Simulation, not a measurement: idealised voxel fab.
Name of the process module below: voxel wiring stack
Square cells of 5 nm make up the cross-section cut, whose width is 195 nm.
Cross-sections here: square-cell grids, written as top-down lists of bands, a band being one or more rows of cells.
The entry gives the band's vertical extent as a top height and a bottom height in nm, then its horizontal make-up as materials from left to right, each with a width in nm. "air" stands for empty space; a single material marked "edge to edge" fills the band edge to edge.
For the purposes of this specification, 0 denotes the height below which the wafer in its as-received condition is composed wholly of one material, and the lowermost band, lacking a lower limit, extends downward without end, as expressed in "0 -> down".
So if you see something like "30..40" for the width, read it as the top row of the band sitting at the first number and the bottom row at the second, with every row in between moving by the same amount as the last.
"left unchanged" after a step means that no cell of the cross-section changed.
"Enclosed void listing" - sealed voids, min. 8 cells, no opening to top; format: width x height at distance (distance from left edge; nm throughout).
Note: text after step settings on the step line = simulator remark on that step.
overlay nm: step with mask; distance mask lay right of planned place; negative value = left of planned place.
## Below is the list of planned process steps
1,RECEIVE,material Si
2,CONFORMAL_DEP,material SiO2,thk nm 15
3,CONFORMAL_DEP,material SiN,thk nm 5
4,DIRECTIONAL_DEP,material lowk,thk nm 25
5,DIRECTIONAL_DEP,material aC,thk nm 15
6,PATTERN,tone open,mask id METAL_1,material resist,width nm 25,pitch nm 55,thk nm 35,overlay nm 0
7,DIRECTIONAL_ETCH,etch materials aC,depth nm 15
8,STRIP,etch materials resist
9,DIRECTIONAL_ETCH,etch materials lowk,depth nm 25
10,DIRECTIONAL_ETCH,etch materials SiN,depth nm 5
11,STRIP,etch materials aC
12,CONFORMAL_DEP,material TiN,thk nm 5
13,FILL_DEP,material Ru,thk nm 5
14,CMP,height nm 45
15,CONFORMAL_DEP,material SiCN,thk nm 5
16,DIRECTIONAL_DEP,material SiO2,thk nm 30
17,PATTERN,tone open,mask id METAL_2,material resist,width nm 25,pitch nm 55,thk nm 15,overlay nm 0
18,DIRECTIONAL_ETCH,etch materials SiO2,depth nm 20
19,STRIP,etch materials resist
20,DIRECTIONAL_DEP,material aC,thk nm 15
21,PATTERN,tone open,mask id METAL_2_HOLES,material resist,width nm 15,pitch nm 55,thk nm 35,overlay nm 0
22,DIRECTIONAL_ETCH,etch materials aC,depth nm 15
23,STRIP,etch materials resist
24,DIRECTIONAL_ETCH,etch materials SiO2,depth nm 10
25,DIRECTIONAL_ETCH,etch materials SiCN,depth nm 5
26,STRIP,etch materials aC
27,CONFORMAL_DEP,material TiN,thk nm 5
28,FILL_DEP,material Cu,thk nm 5
29,CMP,height nm 80
30,CONFORMAL_DEP,material SiCN,thk nm 5
31,DIRECTIONAL_DEP,material SiO2,thk nm 35
32,PATTERN,tone open,mask id METAL_3_HOLES,material resist,width nm 15,thk nm 20,overlay nm 0
33,DIRECTIONAL_ETCH,etch materials SiO2,depth nm 35
34,STRIP,etch materials resist
35,DIRECTIONAL_DEP,material aC,thk nm 15
36,PATTERN,tone open,mask id METAL_3,material resist,width nm 25,pitch nm 55,thk nm 35,overlay nm 0
37,DIRECTIONAL_ETCH,etch materials aC,depth nm 15
38,STRIP,etch materials resist
39,DIRECTIONAL_ETCH,etch materials SiO2,depth nm 20
40,DIRECTIONAL_ETCH,etch materials SiCN,depth nm 5
41,STRIP,etch materials aC
42,CONFORMAL_DEP,material TiN,thk nm 5
43,FILL_DEP,material Cu,thk nm 10
44,CMP,height nm 120
45,CONFORMAL_DEP,material SiCN,thk nm 5
It is noted that the wafers described herein are identical at the outset and are distinguished by the thk nm of step 27; the value stated in the plan corresponds to the first wafer.
## Received wafers, first of several: cross-section after step 1
- 0 -> down: Si edge to edge
- Enclosed void listing: none
## First of several wafers: cross-section at the end of the module, after step 45, its last step
- 125 -> 120: SiCN edge to edge
- 120 -> 105: 55 SiO2, then 5 TiN, then 15 Cu, then 5 TiN, then 30 SiO2, then 5 TiN, then 15 Cu, then 5 TiN, then 60 SiO2
- 105 -> 100: 55 SiO2, then 5 TiN, then 5 Cu, then 15 TiN, then 30 SiO2, then 25 TiN, then 60 SiO2
- 100 -> 85: 55 SiO2, then 5 TiN, then 5 Cu, then 5 TiN, then 125 SiO2
- 85 -> 80: 55 SiCN, then 15 TiN, then 125 SiCN
- 80 -> 65: 55 SiO2, then 5 TiN, then 15 Cu, then 5 TiN, then 30 SiO2, then 5 TiN, then 15 Cu, then 5 TiN, then 60 SiO2
- 65 -> 60: 55 SiO2, then 5 TiN, then 5 Cu, then 15 TiN, then 30 SiO2, then 5 TiN, then 5 Cu, then 15 TiN, then 60 SiO2
- 60 -> 50: 55 SiO2, then 5 TiN, then 5 Cu, then 5 TiN, then 40 SiO2, then 5 TiN, then 5 Cu, then 5 TiN, then 70 SiO2
- 50 -> 45: 55 SiCN, then 15 TiN, then 40 SiCN, then 15 TiN, then 70 SiCN
- 45 -> 20: 55 lowk, then 5 TiN, then 15 Ru, then 5 TiN, then 30 lowk, then 5 TiN, then 15 Ru, then 5 TiN, then 60 lowk
- 20 -> 15: 55 SiN, then 25 TiN, then 30 SiN, then 25 TiN, then 60 SiN
- 15 -> 0: SiO2 edge to edge
- 0 -> down: Si edge to edge
- Enclosed void listing: none
## Last wafer x-sec, end of module
- 125 -> 120: SiCN edge to edge
- 120 -> 105: 55 SiO2, then 5 TiN, then 15 Cu, then 5 TiN, then 30 SiO2, then 5 TiN, then 15 Cu, then 5 TiN, then 60 SiO2
- 105 -> 100: 55 SiO2, then 5 TiN, then 5 Cu, then 15 TiN, then 30 SiO2, then 25 TiN, then 60 SiO2
- 100 -> 85: 55 SiO2, then 5 TiN, then 5 Cu, then 5 TiN, then 125 SiO2
- 85 -> 80: 55 SiCN, then 15 TiN, then 125 SiCN
- 80 -> 60: 55 SiO2, then 25 TiN, then 30 SiO2, then 25 TiN, then 60 SiO2
- 60 -> 50: 55 SiO2, then 15 TiN, then 40 SiO2, then 15 TiN, then 70 SiO2
- 50 -> 45: 55 SiCN, then 15 TiN, then 40 SiCN, then 15 TiN, then 70 SiCN
- 45 -> 20: 55 lowk, then 5 TiN, then 15 Ru, then 5 TiN, then 30 lowk, then 5 TiN, then 15 Ru, then 5 TiN, then 60 lowk
- 20 -> 15: 55 SiN, then 25 TiN, then 30 SiN, then 25 TiN, then 60 SiN
- 15 -> 0: SiO2 edge to edge
- 0 -> down: Si edge to edge
- Enclosed void listing: none
## Per wafer (row), end of module: delta in cells per material since receipt, (+) for gained, (-) for lost; closed voids after that
thk nm 5 | +46 Cu | +30 Ru | +108 SiCN | +29 SiN | +523 SiO2 | +94 TiN | +145 lowk | Enclosed void listing: none
thk nm 10 | +26 Cu | +30 Ru | +108 SiCN | +29 SiN | +523 SiO2 | +114 TiN | +145 lowk | Enclosed void listing: none
thk nm 15 | +22 Cu | +30 Ru | +108 SiCN | +29 SiN | +523 SiO2 | +118 TiN | +145 lowk | Enclosed void listing: none
thk nm 20 | +22 Cu | +30 Ru | +108 SiCN | +29 SiN | +523 SiO2 | +118 TiN | +145 lowk | Enclosed void listing: none
